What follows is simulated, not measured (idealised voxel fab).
process module | voxel wiring stack
cross-section cut | 270 nm wide | cells 5 nm
A cross-section is a grid of square cells, given in bands from the top down. A band is one or more rows of cells.
Each band's line starts with the height of the band's top and of its bottom, in nm. Then come its materials from left to right, each with its width in nm. One material with "throughout" fills the band from edge to edge. "air" is empty space.
Height 0 is the level under which the wafer as received is all one material. The lowest band goes on downwards, as in "0 down".
A width such as "30 to 40" changes by the same amount from each row of cells to the next, from the band's top row to its bottom row.
"no change" after a step means that no cell of the cross-section changed.
closed voids: empty space of 8 cells or more with no open way to the top, each as width x height at its distance from the left edge, in nm
after a step's settings: what the simulator itself notes on the step
overlay nm, on a step with a mask: how far to the right of its planned place the mask lay; to the left if negative
plan
1 op RECEIVE | material Si
2 op CONFORMAL_DEP | material SiO2 | thk nm 15
3 op CONFORMAL_DEP | material SiCN | thk nm 5
4 op DIRECTIONAL_DEP | material SiO2 | thk nm 15
5 op PATTERN | tone open | mask id METAL_1 | material resist | width nm 20 | pitch nm 45 | thk nm 15 | overlay nm 0
6 op DIRECTIONAL_ETCH | etch materials SiO2 | depth nm 15
7 op DIRECTIONAL_ETCH | etch materials SiCN | depth nm 5
8 op STRIP | etch materials resist
9 op CONFORMAL_DEP | material TiN | thk nm 5
10 op FILL_DEP | material Cu | thk nm 10
11 op CMP | height nm 35
12 op CONFORMAL_DEP | material SiCN | thk nm 5
13 op DIRECTIONAL_DEP | material SiO2 | thk nm 35
14 op PATTERN | tone open | mask id METAL_2_HOLES | material resist | width nm 15 | pitch nm 90 | thk nm 15 | overlay nm 0
15 op DIRECTIONAL_ETCH | etch materials SiO2 | depth nm 35
16 op STRIP | etch materials resist
17 op PATTERN | tone open | mask id METAL_2 | material resist | width nm 20 | pitch nm 45 | thk nm 15 | overlay nm 0
18 op DIRECTIONAL_ETCH | etch materials SiO2 | depth nm 20
19 op DIRECTIONAL_ETCH | etch materials SiCN | depth nm 5
20 op STRIP | etch materials resist
21 op CONFORMAL_DEP | material TiN | thk nm 5
22 op FILL_DEP | material Cu | thk nm 5
23 op CMP | height nm 75
24 op CONFORMAL_DEP | material SiCN | thk nm 5
as received, after step 1
  0 down: Si throughout
  closed voids: none
a wafer at the end: this start, this plan, one mistake
  80 to 75: SiCN throughout
  75 to 60: SiO2 80 | TiN 5 | Cu 15 | TiN 5 | SiO2 25 | TiN 5 | Cu 10 | TiN 5 | SiO2 20 | TiN 5 | Cu 15 | TiN 5 | SiO2 75
  60 to 55: SiO2 80 | TiN 5 | Cu 5 | TiN 15 | SiO2 25 | TiN 20 | SiO2 20 | TiN 5 | Cu 5 | TiN 15 | SiO2 75
  55 to 45: SiO2 80 | TiN 5 | Cu 5 | TiN 5 | SiO2 75 | TiN 5 | Cu 5 | TiN 5 | SiO2 85
  45 to 40: SiO2 80 | TiN 15 | SiO2 75 | TiN 15 | SiO2 85
  40 to 35: SiCN 85 | TiN 10 | SiCN 80 | TiN 10 | SiCN 85
  35 to 20: SiO2 80 | TiN 5 | Cu 10 | TiN 5 | SiO2 25 | TiN 5 | Cu 10 | TiN 5 | SiO2 25 | TiN 5 | Cu 10 | TiN 5 | SiO2 80
  20 to 15: SiCN 80 | TiN 20 | SiCN 25 | TiN 20 | SiCN 25 | TiN 20 | SiCN 80
  15 to 0: SiO2 throughout
  0 down: Si throughout
  closed voids: none
what went wrong: step 17 ran as: op PATTERN | tone open | mask id METAL_2 | material resist | width nm 20 | pitch nm 45 | thk nm 15 | overlay nm 5
